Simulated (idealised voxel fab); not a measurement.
Title: Process Module voxel fin reveal
Square cell edge 5 nm, section width 160 nm, ID cut.
Cross-section layout: square cells on a grid; listed as bands, top to bottom; a band spans one or more cell rows.
In this notation a band is specified by the heights of its top and bottom, in that order and in nm, after which its materials appear from left to right, each paired with its width in nm. The word "all across" attached to a single material means that material fills the band from edge to edge; the word "blank" stands for empty space.
It should be noted that heights are counted from 0, beneath which the wafer as supplied is of one material throughout, and that the lowest band possesses no lower boundary but continues downward, as written in "0 nm and below".
A two-number width, for instance "30->40", indicates that the width is equal to the first number in the top row of the band and to the second number in the bottom row, and that it changes by a constant amount per row of cells.
It should be understood that the words "no alterations made", when stated for a given step, signify that the cross-section underwent no change in any of its cells during that step.
In the "Enclosed internal voids" entry, you get each enclosed empty space of 8 cells or more, one with no open way to the top, written width x height at distance, distance from the left edge, in nm.
Formally, on a step line, whatever follows the settings is a remark that the simulator itself makes on the step.
A step's line can hold "overlay nm"; with a mask on that step, the setting says how far right of the planned place the mask lay, while a negative setting says it lay to the left.
Process steps - plan
1: RECEIVE, material Si
2: CONFORMAL_DEP, material SiN, thk nm 10
3: DIRECTIONAL_DEP, material aC, thk nm 15
4: PATTERN, tone cover, mask id FINS, material resist, width nm 15, pitch nm 40, thk nm 35, overlay nm 0
5: DIRECTIONAL_ETCH, etch materials aC, depth nm 15
6: STRIP, etch materials resist
7: DIRECTIONAL_ETCH, etch materials SiN, depth nm 10
8: DIRECTIONAL_ETCH, etch materials Si, depth nm 30
9: STRIP, etch materials aC
10: FILL_DEP, material SiO2, thk nm 15
11: CMP, height nm 10
12: SELECTIVE_ETCH, etch materials SiO2, depth nm 25
13: STRIP, etch materials SiN
14: CONFORMAL_DEP, material HfO2, thk nm 5
Below: the first of two wafers, run as planned
Shown in cross-section is the wafer as received, that is, as it stands after step 1
* 0 nm and below | Si all across
* Enclosed internal voids: none
The wafer, seen in cross-section, after step 2
* 10 nm to 0 nm | SiN all across
* Note: structure below 0 unchanged.
The wafer, seen in cross-section, after step 3
* 25 nm to 10 nm | aC all across
* Note: structure below 10 unchanged.
The wafer, seen in cross-section, after step 4
* 60 nm to 25 nm | blank 30 nm  resist 15 nm  blank 25 nm  resist 15 nm  blank 25 nm  resist 15 nm  blank 35 nm
* Note: structure below 25 unchanged.
The wafer, seen in cross-section, after step 5
* 45 nm to 25 nm | blank 30 nm  resist 15 nm  blank 25 nm  resist 15 nm  blank 25 nm  resist 15 nm  blank 35 nm
* 25 nm to 10 nm | blank 30 nm  aC 15 nm  blank 25 nm  aC 15 nm  blank 25 nm  aC 15 nm  blank 35 nm
* Note: structure below 10 unchanged.
The wafer, seen in cross-section, after step 6
* 25 nm to 10 nm | blank 30 nm  aC 15 nm  blank 25 nm  aC 15 nm  blank 25 nm  aC 15 nm  blank 35 nm
* Note: structure below 10 unchanged.
The wafer, seen in cross-section, after step 7
* 25 nm to 10 nm | blank 30 nm  aC 15 nm  blank 25 nm  aC 15 nm  blank 25 nm  aC 15 nm  blank 35 nm
* 10 nm to 0 nm | blank 30 nm  SiN 15 nm  blank 25 nm  SiN 15 nm  blank 25 nm  SiN 15 nm  blank 35 nm
* Note: structure below 0 unchanged.
The wafer, seen in cross-section, after step 8
* 25 nm to 10 nm | blank 30 nm  aC 15 nm  blank 25 nm  aC 15 nm  blank 25 nm  aC 15 nm  blank 35 nm
* 10 nm to 0 nm | blank 30 nm  SiN 15 nm  blank 25 nm  SiN 15 nm  blank 25 nm  SiN 15 nm  blank 35 nm
* 0 nm to -30 nm | blank 30 nm  Si 15 nm  blank 25 nm  Si 15 nm  blank 25 nm  Si 15 nm  blank 35 nm
* Note: structure below -30 unchanged.
The wafer, seen in cross-section, after step 9
* 10 nm to 0 nm | blank 30 nm  SiN 15 nm  blank 25 nm  SiN 15 nm  blank 25 nm  SiN 15 nm  blank 35 nm
* Note: structure below 0 unchanged.
The wafer, seen in cross-section, after step 10
* 25 nm to 10 nm | SiO2 all across
* 10 nm to 0 nm | SiO2 30 nm  SiN 15 nm  SiO2 25 nm  SiN 15 nm  SiO2 25 nm  SiN 15 nm  SiO2 35 nm
* 0 nm to -30 nm | SiO2 30 nm  Si 15 nm  SiO2 25 nm  Si 15 nm  SiO2 25 nm  Si 15 nm  SiO2 35 nm
* Note: structure below -30 unchanged.
The wafer, seen in cross-section, after step 11
* 10 nm to 0 nm | SiO2 30 nm  SiN 15 nm  SiO2 25 nm  SiN 15 nm  SiO2 25 nm  SiN 15 nm  SiO2 35 nm
* Note: structure below 0 unchanged.
The wafer, seen in cross-section, after step 12
* 10 nm to 0 nm | blank 30 nm  SiN 15 nm  blank 25 nm  SiN 15 nm  blank 25 nm  SiN 15 nm  blank 35 nm
* 0 nm to -15 nm | blank 30 nm  Si 15 nm  blank 25 nm  Si 15 nm  blank 25 nm  Si 15 nm  blank 35 nm
* Note: structure below -15 unchanged.
The wafer, seen in cross-section, after step 13
* 0 nm to -15 nm | blank 30 nm  Si 15 nm  blank 25 nm  Si 15 nm  blank 25 nm  Si 15 nm  blank 35 nm
* Note: structure below -15 unchanged.
The wafer, seen in cross-section, after step 14
* 5 nm to 0 nm | blank 25 nm  HfO2 25 nm  blank 15 nm  HfO2 25 nm  blank 15 nm  HfO2 25 nm  blank 30 nm
* 0 nm to -10 nm | blank 25 nm  HfO2 5 nm  Si 15 nm  HfO2 5 nm  blank 15 nm  HfO2 5 nm  Si 15 nm  HfO2 5 nm  blank 15 nm  HfO2 5 nm  Si 15 nm  HfO2 5 nm  blank 30 nm
* -10 nm to -15 nm | HfO2 30 nm  Si 15 nm  HfO2 25 nm  Si 15 nm  HfO2 25 nm  Si 15 nm  HfO2 35 nm
* Note: structure below -15 unchanged.
Regarding the second of the two wafers: it shared the first wafer's starting condition and process plan, yet one error occurred during its execution. Its history coincides with that of the first wafer up to and including step 11
Second wafer, section view, time point: scheduled end of step 12
* 10 nm to 0 nm | SiO2 30 nm  blank 15 nm  SiO2 25 nm  blank 15 nm  SiO2 25 nm  blank 15 nm  SiO2 35 nm
* Note: structure below 0 unchanged.
Second wafer, section view, time point: scheduled end of step 13
* 0 nm to -15 nm | blank 30 nm  Si 15 nm  blank 25 nm  Si 15 nm  blank 25 nm  Si 15 nm  blank 35 nm
* -15 nm to -25 nm | SiO2 5 nm  blank 25 nm  Si 15 nm  blank 25 nm  Si 15 nm  blank 25 nm  Si 15 nm  blank 25 nm  SiO2 10 nm
* Note: structure below -25 unchanged.
Second wafer, section view, time point: scheduled end of step 14
* 5 nm to 0 nm | blank 25 nm  HfO2 25 nm  blank 15 nm  HfO2 25 nm  blank 15 nm  HfO2 25 nm  blank 30 nm
* 0 nm to -10 nm | blank 25 nm  HfO2 5 nm  Si 15 nm  HfO2 5 nm  blank 15 nm  HfO2 5 nm  Si 15 nm  HfO2 5 nm  blank 15 nm  HfO2 5 nm  Si 15 nm  HfO2 5 nm  blank 30 nm
* -10 nm to -15 nm | HfO2 10 nm  blank 15 nm  HfO2 5 nm  Si 15 nm  HfO2 5 nm  blank 15 nm  HfO2 5 nm  Si 15 nm  HfO2 5 nm  blank 15 nm  HfO2 5 nm  Si 15 nm  HfO2 5 nm  blank 15 nm  HfO2 15 nm
* -15 nm to -20 nm | SiO2 5 nm  HfO2 5 nm  blank 15 nm  HfO2 5 nm  Si 15 nm  HfO2 5 nm  blank 15 nm  HfO2 5 nm  Si 15 nm  HfO2 5 nm  blank 15 nm  HfO2 5 nm  Si 15 nm  HfO2 5 nm  blank 15 nm  HfO2 5 nm  SiO2 10 nm
* -20 nm to -25 nm | SiO2 5 nm  HfO2 25 nm  Si 15 nm  HfO2 25 nm  Si 15 nm  HfO2 25 nm  Si 15 nm  HfO2 25 nm  SiO2 10 nm
* Note: structure below -25 unchanged.
Processing error: the processing plan was not followed for steps 12 and 13, which were run with their positions exchanged
Once processing is complete, comparing cell counts shows that the second wafer has more or fewer of certain materials than the first: HfO2: 16 more; SiO2: 40 fewer
